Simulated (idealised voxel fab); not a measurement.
Process module name: voxel transistor to metal
It is cross-section cut that appears here, measuring 155 nm in width, its square cells being 5 nm in size.
Cross-section layout: square cells on a grid; listed as bands, top to bottom; a band spans one or more cell rows. Top, bottom (nm), then materials left to right with widths (nm); lone material tagged "throughout" fills the whole band edge to edge; "empty" = empty space. Height reference: 0 = level under which incoming wafer is all one material. Lowest band: no bottom, runs on downward, e.g. "0 and below". It should be noted that a width expressed as "30..40" varies in equal increments from row to row of cells within the band, taking the value of the first number at the top row and that of the second number at the bottom row. Any step labelled "stayed the same" changed none of the cells in the cross-section. Heads up: "Trapped cavities" only lists the empty pockets with no open path to the top that are 8 cells or more, and it writes them as width x height at distance, distance from the left edge, in nm. after a step's settings: what the simulator itself notes on the step. You can add "overlay nm" to a step's line. For a step with a mask, it describes how far the mask lay to the right of its planned position, and a negative number describes a lay to the left.
-- The planned process steps are enumerated hereunder
step 1: op RECEIVE | material Si
step 2: op OXIDIZE | depth nm 5
step 3: op CONFORMAL_DEP | material SiN | thk nm 10
step 4: op MASKED_ETCH | tone cover | mask id ACTIVE | width nm 120 | etch materials SiN | depth nm 10 | overlay nm 0
step 5: op MASKED_ETCH | tone cover | mask id ACTIVE | width nm 120 | etch materials SiO2 | depth nm 5 | overlay nm 0
step 6: op MASKED_ETCH | tone cover | mask id ACTIVE | width nm 120 | etch materials Si | depth nm 20 | overlay nm 0
step 7: op FILL_DEP | material SiO2 | thk nm 15
step 8: op CMP | height nm 10
step 9: op SELECTIVE_ETCH | etch materials SiO2 | depth nm 10
step 10: op STRIP | etch materials SiN
step 11: op SELECTIVE_ETCH | etch materials SiO2 | depth nm 5
step 12: op OXIDIZE | depth nm 5
step 13: op DIRECTIONAL_DEP | material polySi | thk nm 20
step 14: op DIRECTIONAL_DEP | material SiCN | thk nm 10
step 15: op MASKED_ETCH | tone cover | mask id GATE | width nm 30 | etch materials SiCN | depth nm 20 | overlay nm 0
step 16: op MASKED_ETCH | tone cover | mask id GATE | width nm 30 | etch materials polySi | depth nm 30 | overlay nm 0
step 17: op CONFORMAL_DEP | material SiN | thk nm 10
step 18: op DIRECTIONAL_ETCH | etch materials SiN | depth nm 10
step 19: op DIRECTIONAL_ETCH | etch materials SiO2 | depth nm 5
step 20: op EPI | material pSi | thk nm 5
step 21: op FILL_DEP | material SiO2 | thk nm 5
step 22: op CMP | height nm 15
step 23: op STRIP | etch materials polySi
step 24: op SELECTIVE_ETCH | etch materials SiO2 | depth nm 5
step 25: op CONFORMAL_DEP | material HfO2 | thk nm 5
step 26: op CONFORMAL_DEP | material TiN | thk nm 5
step 27: op FILL_DEP | material W | thk nm 10
step 28: op CMP | height nm 10
step 29: op DIRECTIONAL_DEP | material SiO2 | thk nm 15
step 30: op PATTERN | tone open | mask id CONTACT | material resist | width nm 20 | pitch nm 80 | thk nm 15 | overlay nm 0
step 31: op DIRECTIONAL_ETCH | etch materials SiO2 | depth nm 30
step 32: op STRIP | etch materials resist
step 33: op CONFORMAL_DEP | material TiN | thk nm 5
step 34: op FILL_DEP | material W | thk nm 5
step 35: op CMP | height nm 25
step 36: op DIRECTIONAL_DEP | material TiN | thk nm 5
step 37: op DIRECTIONAL_DEP | material Ru | thk nm 20
step 38: op PATTERN | tone cover | mask id METAL_1 | material resist | width nm 15 | pitch nm 80 | thk nm 15 | overlay nm 0
step 39: op DIRECTIONAL_ETCH | etch materials Ru | depth nm 20
step 40: op DIRECTIONAL_ETCH | etch materials TiN | depth nm 5
step 41: op STRIP | etch materials resist
step 42: op FILL_DEP | material lowk | thk nm 5
step 43: op CMP | height nm 50
step 44: op CONFORMAL_DEP | material SiCN | thk nm 5
All wafers enter the flow in the same state. The width nm at step 38 differs from wafer to wafer, and the plan gives the value for the first wafer.
-- Cross-section of the first incoming wafer of several, state after step 1
  0 and below  Si throughout
  Trapped cavities: none
-- Table: wafers, a row each; end-of-module cell change per material since receipt, gain (+), loss (-); then closed voids
width nm 15, +14 HfO2, +24 Ru, -83 Si, +31 SiCN, +12 SiN, +136 SiO2, +42 TiN, +24 W, +125 lowk, +16 pSi, Trapped cavities: none
width nm 20, +14 HfO2, +32 Ru, -83 Si, +31 SiCN, +12 SiN, +136 SiO2, +44 TiN, +24 W, +115 lowk, +16 pSi, Trapped cavities: none
width nm 25, +14 HfO2, +40 Ru, -83 Si, +31 SiCN, +12 SiN, +136 SiO2, +46 TiN, +24 W, +105 lowk, +16 pSi, Trapped cavities: none
width nm 30, +14 HfO2, +48 Ru, -83 Si, +31 SiCN, +12 SiN, +136 SiO2, +48 TiN, +24 W, +95 lowk, +16 pSi, Trapped cavities: none
width nm 35, +14 HfO2, +56 Ru, -83 Si, +31 SiCN, +12 SiN, +136 SiO2, +50 TiN, +24 W, +85 lowk, +16 pSi, Trapped cavities: none
